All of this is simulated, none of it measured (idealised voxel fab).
Documented hereafter: the process module known as voxel transistor to metal.
The figure presents cross-section cut, which has a width of 140 nm and is divided into square cells with an edge length of 5 nm.
If you're reading a cross-section in this doc, picture square cells in a grid; it comes to you as bands, top ones listed first down to the bottom, and a band can be one or more rows of cells.
First you get the band's top height and its bottom height, in nm, and then the materials it's made of, left to right, with each width in nm. If you see a single material with "full width", that one covers the band edge to edge. "blank" is empty space.
Measure heights from 0. That's the level where, below it, the as-received wafer is all one material. The lowest band is bottomless and extends downward; write it as in "0 down".
Read "30->40" as a graded width: first number on top, second number at the bottom, same change between each pair of neighbouring rows.
The cross-section has no changed cell in any step marked "same as before".
Heads up: "Closed cavity list" only lists the empty pockets with no open path to the top that are 8 cells or more, and it writes them as width x height at distance, distance from the left edge, in nm.
Step line, after settings: the simulator's comment on this step.
overlay nm: mask right of planned place by this much (step with mask). Neg. = left.

### Planned process steps
| 1 | RECEIVE,material Si |
| 2 | CONFORMAL_DEP,material SiO2,thk nm 5 |
| 3 | CONFORMAL_DEP,material SiN,thk nm 10 |
| 4 | MASKED_ETCH,tone cover,mask id ACTIVE,width nm 110,etch materials SiN,depth nm 10,overlay nm 0 |
| 5 | MASKED_ETCH,tone cover,mask id ACTIVE,width nm 110,etch materials SiO2,depth nm 5,overlay nm 0 |
| 6 | MASKED_ETCH,tone cover,mask id ACTIVE,width nm 110,etch materials Si,depth nm 25,overlay nm 0 |
| 7 | FILL_DEP,material SiO2,thk nm 10 |
| 8 | CMP,height nm 15 |
| 9 | SELECTIVE_ETCH,etch materials SiO2,depth nm 5 |
| 10 | STRIP,etch materials SiN |
| 11 | SELECTIVE_ETCH,etch materials SiO2,depth nm 5 |
| 12 | OXIDIZE,depth nm 5 |
| 13 | DIRECTIONAL_DEP,material polySi,thk nm 20 |
| 14 | DIRECTIONAL_DEP,material SiCN,thk nm 15 |
| 15 | PATTERN,tone cover,mask id GATE,material resist,width nm 20,thk nm 15,overlay nm 0 |
| 16 | DIRECTIONAL_ETCH,etch materials SiCN,depth nm 25 |
| 17 | DIRECTIONAL_ETCH,etch materials polySi,depth nm 30 |
| 18 | STRIP,etch materials resist |
| 19 | CONFORMAL_DEP,material SiN,thk nm 5 |
| 20 | DIRECTIONAL_ETCH,etch materials SiN,depth nm 5 |
| 21 | DIRECTIONAL_ETCH,etch materials SiO2,depth nm 5 |
| 22 | DIRECTIONAL_ETCH,etch materials Si,depth nm 5 |
| 23 | EPI,material pSi,thk nm 5 |
| 24 | FILL_DEP,material SiO2,thk nm 10 |
| 25 | CMP,height nm 35 |
| 26 | DIRECTIONAL_DEP,material SiO2,thk nm 10 |
| 27 | DIRECTIONAL_DEP,material aC,thk nm 15 |
| 28 | PATTERN,tone open,mask id CONTACT,material resist,width nm 30,pitch nm 60,thk nm 35,overlay nm 0 |
| 29 | DIRECTIONAL_ETCH,etch materials aC,depth nm 15 |
| 30 | STRIP,etch materials resist |
| 31 | DIRECTIONAL_ETCH,etch materials SiO2,depth nm 50 |
| 32 | STRIP,etch materials aC |
| 33 | CONFORMAL_DEP,material TiN,thk nm 5 |
| 34 | FILL_DEP,material W,thk nm 5 |
| 35 | CMP,height nm 45 |
| 36 | DIRECTIONAL_DEP,material TiN,thk nm 5 |
| 37 | DIRECTIONAL_DEP,material W,thk nm 20 |
| 38 | MASKED_ETCH,tone cover,mask id METAL_1,width nm 15,pitch nm 75,etch materials W,depth nm 20,overlay nm 0 |
| 39 | MASKED_ETCH,tone cover,mask id METAL_1,width nm 15,pitch nm 75,etch materials TiN,depth nm 5,overlay nm 0 |
| 40 | CONFORMAL_DEP,material SiN,thk nm 5 |
| 41 | FILL_DEP,material SiO2,thk nm 5 |
| 42 | CMP,height nm 70 |
| 43 | CONFORMAL_DEP,material SiCN,thk nm 5 |

### First wafer out of two, processed as planned

### As-received wafer cross-section (after step 1)
* 0 down: Si full width
* Closed cavity list: none

### Wafer after step 2 (cross-section)
* 5 to 0: SiO2 full width
* Note: structure below 0 unchanged.

### Wafer after step 3 (cross-section)
* 15 to 5: SiN full width
* Note: structure below 5 unchanged.

### Wafer after step 4 (cross-section)
* 15 to 5: blank: 15; SiN: 110; blank: 15
* Note: structure below 5 unchanged.

### Wafer after step 5 (cross-section)
* 15 to 5: blank: 15; SiN: 110; blank: 15
* 5 to 0: blank: 15; SiO2: 110; blank: 15
* Note: structure below 0 unchanged.

### Wafer after step 6 (cross-section)
* 15 to 5: blank: 15; SiN: 110; blank: 15
* 5 to 0: blank: 15; SiO2: 110; blank: 15
* 0 to -25: blank: 15; Si: 110; blank: 15
* Note: structure below -25 unchanged.

### Wafer after step 7 (cross-section)
* 25 to 15: SiO2 full width
* 15 to 5: SiO2: 15; SiN: 110; SiO2: 15
* 5 to 0: SiO2 full width
* 0 to -25: SiO2: 15; Si: 110; SiO2: 15
* Note: structure below -25 unchanged.

### Wafer after step 8 (cross-section)
* 15 to 5: SiO2: 15; SiN: 110; SiO2: 15
* Note: structure below 5 unchanged.

### Wafer after step 9 (cross-section)
* 15 to 10: blank: 15; SiN: 110; blank: 15
* Note: structure below 10 unchanged.

### Wafer after step 10 (cross-section)
* 10 to 5: SiO2: 15; blank: 110; SiO2: 15
* Note: structure below 5 unchanged.

### Wafer after step 11 (cross-section)
* 5 to 0: SiO2: 10; blank: 120; SiO2: 10
* Note: structure below 0 unchanged.

### Wafer after step 12 (cross-section)
* 5 to 0: SiO2: 10; blank: 120; SiO2: 10
* 0 to -5: SiO2 full width
* Note: structure below -5 unchanged.

### Wafer after step 13 (cross-section)
* 25 to 20: polySi: 10; blank: 120; polySi: 10
* 20 to 5: polySi full width
* 5 to 0: SiO2: 10; polySi: 120; SiO2: 10
* Note: structure below 0 unchanged.

### Wafer after step 14 (cross-section)
* 40 to 35: SiCN: 10; blank: 120; SiCN: 10
* 35 to 25: SiCN full width
* 25 to 20: polySi: 10; SiCN: 120; polySi: 10
* Note: structure below 20 unchanged.

### Wafer after step 15 (cross-section)
* 55 to 40: blank: 60; resist: 20; blank: 60
* 40 to 35: SiCN: 10; blank: 50; resist: 20; blank: 50; SiCN: 10
* Note: structure below 35 unchanged.

### Wafer after step 16 (cross-section)
* 55 to 35: blank: 60; resist: 20; blank: 60
* 35 to 25: blank: 60; SiCN: 20; blank: 60
* 25 to 20: polySi: 10; blank: 50; SiCN: 20; blank: 50; polySi: 10
* Note: structure below 20 unchanged.

### Wafer after step 17 (cross-section)
* 55 to 35: blank: 60; resist: 20; blank: 60
* 35 to 20: blank: 60; SiCN: 20; blank: 60
* 20 to 5: blank: 60; polySi: 20; blank: 60
* 5 to 0: SiO2: 10; blank: 50; polySi: 20; blank: 50; SiO2: 10
* Note: structure below 0 unchanged.

### Wafer after step 18 (cross-section)
* 35 to 20: blank: 60; SiCN: 20; blank: 60
* Note: structure below 20 unchanged.

### Wafer after step 19 (cross-section)
* 40 to 35: blank: 55; SiN: 30; blank: 55
* 35 to 20: blank: 55; SiN: 5; SiCN: 20; SiN: 5; blank: 55
* 20 to 10: blank: 55; SiN: 5; polySi: 20; SiN: 5; blank: 55
* 10 to 5: SiN: 15; blank: 40; SiN: 5; polySi: 20; SiN: 5; blank: 40; SiN: 15
* 5 to 0: SiO2: 10; SiN: 50; polySi: 20; SiN: 50; SiO2: 10
* Note: structure below 0 unchanged.

### Wafer after step 20 (cross-section)
* 35 to 20: blank: 55; SiN: 5; SiCN: 20; SiN: 5; blank: 55
* 20 to 5: blank: 55; SiN: 5; polySi: 20; SiN: 5; blank: 55
* 5 to 0: SiO2: 10; SiN: 5; blank: 40; SiN: 5; polySi: 20; SiN: 5; blank: 40; SiN: 5; SiO2: 10
* Note: structure below 0 unchanged.

### Wafer after step 21 (cross-section)
* 35 to 20: blank: 55; SiN: 5; SiCN: 20; SiN: 5; blank: 55
* 20 to 5: blank: 55; SiN: 5; polySi: 20; SiN: 5; blank: 55
* 5 to 0: blank: 10; SiN: 5; blank: 40; SiN: 5; polySi: 20; SiN: 5; blank: 40; SiN: 5; blank: 10
* 0 to -5: SiO2: 15; blank: 40; SiO2: 30; blank: 40; SiO2: 15
* Note: structure below -5 unchanged.

### Wafer after step 22 (cross-section)
* 35 to 20: blank: 55; SiN: 5; SiCN: 20; SiN: 5; blank: 55
* 20 to 5: blank: 55; SiN: 5; polySi: 20; SiN: 5; blank: 55
* 5 to 0: blank: 10; SiN: 5; blank: 40; SiN: 5; polySi: 20; SiN: 5; blank: 40; SiN: 5; blank: 10
* 0 to -5: SiO2: 15; blank: 40; SiO2: 30; blank: 40; SiO2: 15
* -5 to -10: SiO2: 15; blank: 40; Si: 30; blank: 40; SiO2: 15
* Note: structure below -10 unchanged.

### Wafer after step 23 (cross-section)
* 35 to 20: blank: 55; SiN: 5; SiCN: 20; SiN: 5; blank: 55
* 20 to 5: blank: 55; SiN: 5; polySi: 20; SiN: 5; blank: 55
* 5 to 0: blank: 10; SiN: 5; blank: 40; SiN: 5; polySi: 20; SiN: 5; blank: 40; SiN: 5; blank: 10
* 0 to -5: SiO2: 15; blank: 35; pSi: 5; SiO2: 30; pSi: 5; blank: 35; SiO2: 15
* -5 to -10: SiO2: 15; pSi: 40; Si: 30; pSi: 40; SiO2: 15
* Note: structure below -10 unchanged.

### Wafer after step 24 (cross-section)
* 45 to 35: SiO2 full width
* 35 to 20: SiO2: 55; SiN: 5; SiCN: 20; SiN: 5; SiO2: 55
* 20 to 5: SiO2: 55; SiN: 5; polySi: 20; SiN: 5; SiO2: 55
* 5 to 0: SiO2: 10; SiN: 5; SiO2: 40; SiN: 5; polySi: 20; SiN: 5; SiO2: 40; SiN: 5; SiO2: 10
* 0 to -5: SiO2: 50; pSi: 5; SiO2: 30; pSi: 5; SiO2: 50
* Note: structure below -5 unchanged.

### Wafer after step 25 (cross-section)
* 35 to 20: SiO2: 55; SiN: 5; SiCN: 20; SiN: 5; SiO2: 55
* Note: structure below 20 unchanged.

### Wafer after step 26 (cross-section)
* 45 to 35: SiO2 full width
* Note: structure below 35 unchanged.

### Wafer after step 27 (cross-section)
* 60 to 45: aC full width
* Note: structure below 45 unchanged.

### Wafer after step 28 (cross-section)
* 95 to 60: resist: 25; blank: 30; resist: 30; blank: 30; resist: 25
* Note: structure below 60 unchanged.

### Wafer after step 29 (cross-section)
* 80 to 60: resist: 25; blank: 30; resist: 30; blank: 30; resist: 25
* 60 to 45: aC: 25; blank: 30; aC: 30; blank: 30; aC: 25
* Note: structure below 45 unchanged.

### Wafer after step 30 (cross-section)
* 60 to 45: aC: 25; blank: 30; aC: 30; blank: 30; aC: 25
* Note: structure below 45 unchanged.

### Wafer after step 31 (cross-section)
* 60 to 45: aC: 25; blank: 30; aC: 30; blank: 30; aC: 25
* 45 to 35: SiO2: 25; blank: 30; SiO2: 30; blank: 30; SiO2: 25
* 35 to 20: SiO2: 25; blank: 30; SiN: 5; SiCN: 20; SiN: 5; blank: 30; SiO2: 25
* 20 to 5: SiO2: 25; blank: 30; SiN: 5; polySi: 20; SiN: 5; blank: 30; SiO2: 25
* 5 to 0: SiO2: 10; SiN: 5; SiO2: 10; blank: 30; SiN: 5; polySi: 20; SiN: 5; blank: 30; SiO2: 10; SiN: 5; SiO2: 10
* 0 to -5: SiO2: 25; blank: 25; pSi: 5; SiO2: 30; pSi: 5; blank: 25; SiO2: 25
* Note: structure below -5 unchanged.

### Wafer after step 32 (cross-section)
* 45 to 35: SiO2: 25; blank: 30; SiO2: 30; blank: 30; SiO2: 25
* Note: structure below 35 unchanged.

### Wafer after step 33 (cross-section)
* 50 to 45: TiN: 30; blank: 20; TiN: 40; blank: 20; TiN: 30
* 45 to 35: SiO2: 25; TiN: 5; blank: 20; TiN: 5; SiO2: 30; TiN: 5; blank: 20; TiN: 5; SiO2: 25
* 35 to 20: SiO2: 25; TiN: 5; blank: 20; TiN: 5; SiN: 5; SiCN: 20; SiN: 5; TiN: 5; blank: 20; TiN: 5; SiO2: 25
* 20 to 5: SiO2: 25; TiN: 5; blank: 20; TiN: 5; SiN: 5; polySi: 20; SiN: 5; TiN: 5; blank: 20; TiN: 5; SiO2: 25
* 5 to 0: SiO2: 10; SiN: 5; SiO2: 10; TiN: 5; blank: 15; TiN: 10; SiN: 5; polySi: 20; SiN: 5; TiN: 10; blank: 15; TiN: 5; SiO2: 10; SiN: 5; SiO2: 10
* 0 to -5: SiO2: 25; TiN: 25; pSi: 5; SiO2: 30; pSi: 5; TiN: 25; SiO2: 25
* Note: structure below -5 unchanged.

### Wafer after step 34 (cross-section)
* 55 to 50: W full width
* 50 to 45: TiN: 30; W: 20; TiN: 40; W: 20; TiN: 30
* 45 to 35: SiO2: 25; TiN: 5; W: 20; TiN: 5; SiO2: 30; TiN: 5; W: 20; TiN: 5; SiO2: 25
* 35 to 20: SiO2: 25; TiN: 5; W: 20; TiN: 5; SiN: 5; SiCN: 20; SiN: 5; TiN: 5; W: 20; TiN: 5; SiO2: 25
* 20 to 5: SiO2: 25; TiN: 5; W: 20; TiN: 5; SiN: 5; polySi: 20; SiN: 5; TiN: 5; W: 20; TiN: 5; SiO2: 25
* 5 to 0: SiO2: 10; SiN: 5; SiO2: 10; TiN: 5; W: 15; TiN: 10; SiN: 5; polySi: 20; SiN: 5; TiN: 10; W: 15; TiN: 5; SiO2: 10; SiN: 5; SiO2: 10
* Note: structure below 0 unchanged.

### Wafer after step 35 (cross-section)
* 45 to 35: SiO2: 25; TiN: 5; W: 20; TiN: 5; SiO2: 30; TiN: 5; W: 20; TiN: 5; SiO2: 25
* Note: structure below 35 unchanged.

### Wafer after step 36 (cross-section)
* 50 to 45: TiN full width
* Note: structure below 45 unchanged.

### Wafer after step 37 (cross-section)
* 70 to 50: W full width
* Note: structure below 50 unchanged.

### Wafer after step 38 (cross-section)
* 70 to 50: blank: 25; W: 15; blank: 60; W: 15; blank: 25
* Note: structure below 50 unchanged.

### Wafer after step 39 (cross-section)
* 70 to 50: blank: 25; W: 15; blank: 60; W: 15; blank: 25
* 50 to 45: blank: 25; TiN: 15; blank: 60; TiN: 15; blank: 25
* Note: structure below 45 unchanged.

### Wafer after step 40 (cross-section)
* 75 to 70: blank: 20; SiN: 25; blank: 50; SiN: 25; blank: 20
* 70 to 50: blank: 20; SiN: 5; W: 15; SiN: 5; blank: 50; SiN: 5; W: 15; SiN: 5; blank: 20
* 50 to 45: SiN: 25; TiN: 15; SiN: 60; TiN: 15; SiN: 25
* Note: structure below 45 unchanged.

### Wafer after step 41 (cross-section)
* 80 to 75: SiO2 full width
* 75 to 70: SiO2: 20; SiN: 25; SiO2: 50; SiN: 25; SiO2: 20
* 70 to 50: SiO2: 20; SiN: 5; W: 15; SiN: 5; SiO2: 50; SiN: 5; W: 15; SiN: 5; SiO2: 20
* Note: structure below 50 unchanged.

### Wafer after step 42 (cross-section)
* 70 to 50: SiO2: 20; SiN: 5; W: 15; SiN: 5; SiO2: 50; SiN: 5; W: 15; SiN: 5; SiO2: 20
* Note: structure below 50 unchanged.

### Wafer after step 43 (cross-section)
* 75 to 70: SiCN full width
* Note: structure below 70 unchanged.

### The remaining wafer, second of the two, started like the first and was run to the same plan, except that one mistake was made along the way; the two coincide through step 41, inclusive

### Second wafer, cross-section, planned end of step 42
* 75 to 70: SiO2: 20; SiN: 25; SiO2: 50; SiN: 25; SiO2: 20
* Note: structure below 70 unchanged.

### Second wafer, cross-section, planned end of step 43
* 80 to 75: SiCN full width
* Note: structure below 75 unchanged.
Deviation noted in wafer processing: step 42 ran differently from the plan; actual operation with settings: CMP,height nm 75
Wrapping up, a cell-based count of both wafers puts the second over or under the first for these materials: +10 SiN | +18 SiO2
